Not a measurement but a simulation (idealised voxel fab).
Process module heading - voxel self aligned vias
It is cross-section cut that appears here, measuring 235 nm in width, its square cells being 5 nm in size.
A cross-section in this document is a grid of square cells, and it is written down as bands, the top band listed before the ones below it; a band is made up of one or more rows of cells. In this notation a band is specified by the heights of its top and bottom, in that order and in nm, after which its materials appear from left to right, each paired with its width in nm. The word "everywhere" attached to a single material means that material fills the band from edge to edge; the word "empty" stands for empty space. It should be noted that heights are counted from 0, beneath which the wafer as supplied is of one material throughout, and that the lowest band possesses no lower boundary but continues downward, as written in "from 0 down". You'd read "30 to 40" like this: the band's top row of cells is as wide as the first number, its bottom row is as wide as the second, and going down, every row changes width by the same amount as the row before did. Take "stayed the same" at face value: in the step it is given for, the cross-section changed in none of its cells. You'll see "Closed void entries" listing empty spaces that have no way open to the top, as long as they're 8 cells or more; the notation is width x height at distance, where the distance is from the left edge, and all of it is in nm. Step line, after settings: the simulator's comment on this step. What "overlay nm" on a step's line means: if the step has a mask, that mask lay this far to the right of its planned place, or, when the value is negative, to the left.

-- This section lists the process steps that were planned
1,op RECEIVE | material Si
2,op CONFORMAL_DEP | material SiO2 | thk nm 10
3,op CONFORMAL_DEP | material SiCN | thk nm 5
4,op DIRECTIONAL_DEP | material SiO2 | thk nm 20
5,op MASKED_ETCH | tone open | mask id LINES | width nm 25 | pitch nm 70 | etch materials SiO2 | depth nm 20 | overlay nm 0
6,op CONFORMAL_DEP | material TiN | thk nm 5
7,op FILL_DEP | material W | thk nm 10
8,op CMP | height nm 35
9,op SELECTIVE_ETCH | etch materials W Ru TiN | depth nm 5
10,op FILL_DEP | material SiN | thk nm 5
11,op CMP | height nm 35
12,op DIRECTIONAL_DEP | material SiO2 | thk nm 15
13,op MASKED_ETCH | tone open | mask id VIAS | width nm 45 | pitch nm 70 | etch materials SiO2 | depth nm 15 | overlay nm 0
14,op MASKED_ETCH | tone open | mask id VIAS | width nm 45 | pitch nm 70 | etch materials SiN | depth nm 5 | overlay nm 0
15,op CONFORMAL_DEP | material TiN | thk nm 5
16,op FILL_DEP | material W | thk nm 10
17,op CMP | height nm 40
18,op CONFORMAL_DEP | material SiN | thk nm 5
Split variable: height nm, step 17. Plan value = first wafer. Wafers start alike.

-- The as-received cross-section of the first of several wafers corresponds to the state after step 1
	from 0 down | Si everywhere
	Closed void entries: none

-- Take any row and you have a wafer at the end of the module: how many cells of each material it has gained (+) or lost (-) since it was received, and then its closed voids
height nm 40, +47 SiCN, +47 SiN, +271 SiO2, +40 TiN, +18 W, Closed void entries: none
height nm 45, +47 SiCN, +47 SiN, +300 SiO2, +44 TiN, +32 W, Closed void entries: none
height nm 50, +47 SiCN, +47 SiN, +329 SiO2, +48 TiN, +46 W, Closed void entries: none
height nm 55, +47 SiCN, +47 SiN, +329 SiO2, +81 TiN, +60 W, Closed void entries: none
height nm 60, +47 SiCN, +47 SiN, +329 SiO2, +81 TiN, +107 W, Closed void entries: none
height nm 65, +47 SiCN, +47 SiN, +329 SiO2, +81 TiN, +154 W, Closed void entries: none
